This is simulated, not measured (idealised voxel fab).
Presented below is a process module, voxel gate over fins.
Shown is cross-section cut, with a width of 210 nm and square cells of size 5 nm.
Cross-section spec: square-cell grid; bands listed top down; each band is one or more rows.
Read a band's entry like this: the first values are the height of its top and the height of its bottom in nm, and what follows is the sequence of materials from left to right, each with its width in nm. Note that "air" is empty space, and that a single material marked "all across" reaches across the band from edge to edge.
Below 0: as-received wafer, all one material; heights counted from there. Lowest band: no bottom, goes on down, written "0 -> down".
So if you see something like "30->40" for the width, read it as the top row of the band sitting at the first number and the bottom row at the second, with every row in between moving by the same amount as the last.
It should be understood that the words "nothing got changed", when stated for a given step, signify that the cross-section underwent no change in any of its cells during that step.
"Sealed void listing" enumerates empty spaces isolated from the top, with no open way to it, that contain at least 8 cells, giving each as width x height at distance from the left edge, all three in nm.
On a step's line, text after the settings is the simulator commenting on that step.
overlay nm: how far to the right of its planned place the mask lay on this masked step (negative: to the left).
-- Set out below are the planned steps of the process
- 1: RECEIVE (material Si)
- 2: CONFORMAL_DEP (material SiN; thk nm 5)
- 3: DIRECTIONAL_DEP (material aC; thk nm 10)
- 4: PATTERN (tone cover; mask id FINS; material resist; width nm 15; pitch nm 40; thk nm 30; overlay nm 0)
- 5: DIRECTIONAL_ETCH (etch materials aC; depth nm 10)
- 6: STRIP (etch materials resist)
- 7: DIRECTIONAL_ETCH (etch materials SiN; depth nm 5)
- 8: DIRECTIONAL_ETCH (etch materials Si; depth nm 40)
- 9: STRIP (etch materials aC)
- 10: OXIDIZE (depth nm 5)
- 11: FILL_DEP (material SiO2; thk nm 10)
- 12: CMP (height nm 5)
- 13: SELECTIVE_ETCH (etch materials SiO2; depth nm 20)
- 14: STRIP (etch materials SiN)
- 15: CONFORMAL_DEP (material HfO2; thk nm 5)
- 16: CONFORMAL_DEP (material TiN; thk nm 5)
- 17: CONFORMAL_DEP (material TiAl; thk nm 5)
- 18: CONFORMAL_DEP (material TiN; thk nm 5)
- 19: FILL_DEP (material W; thk nm 10)
- 20: CMP (height nm 25)
- 21: CONFORMAL_DEP (material SiN; thk nm 10)
-- Incoming wafer, cross-sectional view, post step 1
- 0 -> down  Si all across
- Sealed void listing: none
-- Module complete - cross-section of the first of two wafers, run according to plan
- 35 -> 25  SiN all across
- 25 -> 20  W all across
- 20 -> 15  W 60, then TiN 85, then W 65
- 15 -> 10  W 60, then TiN 5, then TiAl 35, then TiN 5, then TiAl 35, then TiN 5, then W 65
- 10 -> 5  W 60, then TiN 5, then TiAl 5, then TiN 25, then TiAl 5, then TiN 5, then TiAl 5, then TiN 25, then TiAl 5, then TiN 5, then W 65
- 5 -> 0  TiN 65, then TiAl 5, then TiN 5, then HfO2 15, then TiN 5, then TiAl 5, then TiN 5, then TiAl 5, then TiN 5, then HfO2 15, then TiN 5, then TiAl 5, then TiN 70
- 0 -> -5  TiAl 70, then TiN 5, then HfO2 5, then Si 5, then HfO2 5, then TiN 5, then TiAl 15, then TiN 5, then HfO2 5, then Si 5, then HfO2 5, then TiN 5, then TiAl 75
- -5 -> -10  TiN 75, then HfO2 5, then Si 5, then HfO2 5, then TiN 25, then HfO2 5, then Si 5, then HfO2 5, then TiN 80
- -10 -> -15  HfO2 80, then Si 5, then HfO2 35, then Si 5, then HfO2 85
- -15 -> -45  SiO2 80, then Si 5, then SiO2 35, then Si 5, then SiO2 85
- -45 -> down  Si all across
- Sealed void listing: none
-- Cross-sectional view: second of two wafers, end of module; start and plan identical to the first, one mistake in running
- 35 -> 25  SiN all across
- 25 -> 20  W all across
- 20 -> 15  W 70, then TiN 85, then W 55
- 15 -> 10  W 70, then TiN 5, then TiAl 35, then TiN 5, then TiAl 35, then TiN 5, then W 55
- 10 -> 5  W 70, then TiN 5, then TiAl 5, then TiN 25, then TiAl 5, then TiN 5, then TiAl 5, then TiN 25, then TiAl 5, then TiN 5, then W 55
- 5 -> 0  TiN 75, then TiAl 5, then TiN 5, then HfO2 15, then TiN 5, then TiAl 5, then TiN 5, then TiAl 5, then TiN 5, then HfO2 15, then TiN 5, then TiAl 5, then TiN 60
- 0 -> -5  TiAl 80, then TiN 5, then HfO2 5, then Si 5, then HfO2 5, then TiN 5, then TiAl 15, then TiN 5, then HfO2 5, then Si 5, then HfO2 5, then TiN 5, then TiAl 65
- -5 -> -10  TiN 85, then HfO2 5, then Si 5, then HfO2 5, then TiN 25, then HfO2 5, then Si 5, then HfO2 5, then TiN 70
- -10 -> -15  HfO2 90, then Si 5, then HfO2 35, then Si 5, then HfO2 75
- -15 -> -45  SiO2 90, then Si 5, then SiO2 35, then Si 5, then SiO2 75
- -45 -> down  Si all across
- Sealed void listing: none
The plan and the run diverged here: step 4 off recipe, ran as PATTERN (tone cover; mask id FINS; material resist; width nm 15; pitch nm 40; thk nm 30; overlay nm 10)
Tallied in cells, the final second wafer holds each material in the same quantity as the first, although not at the same places.
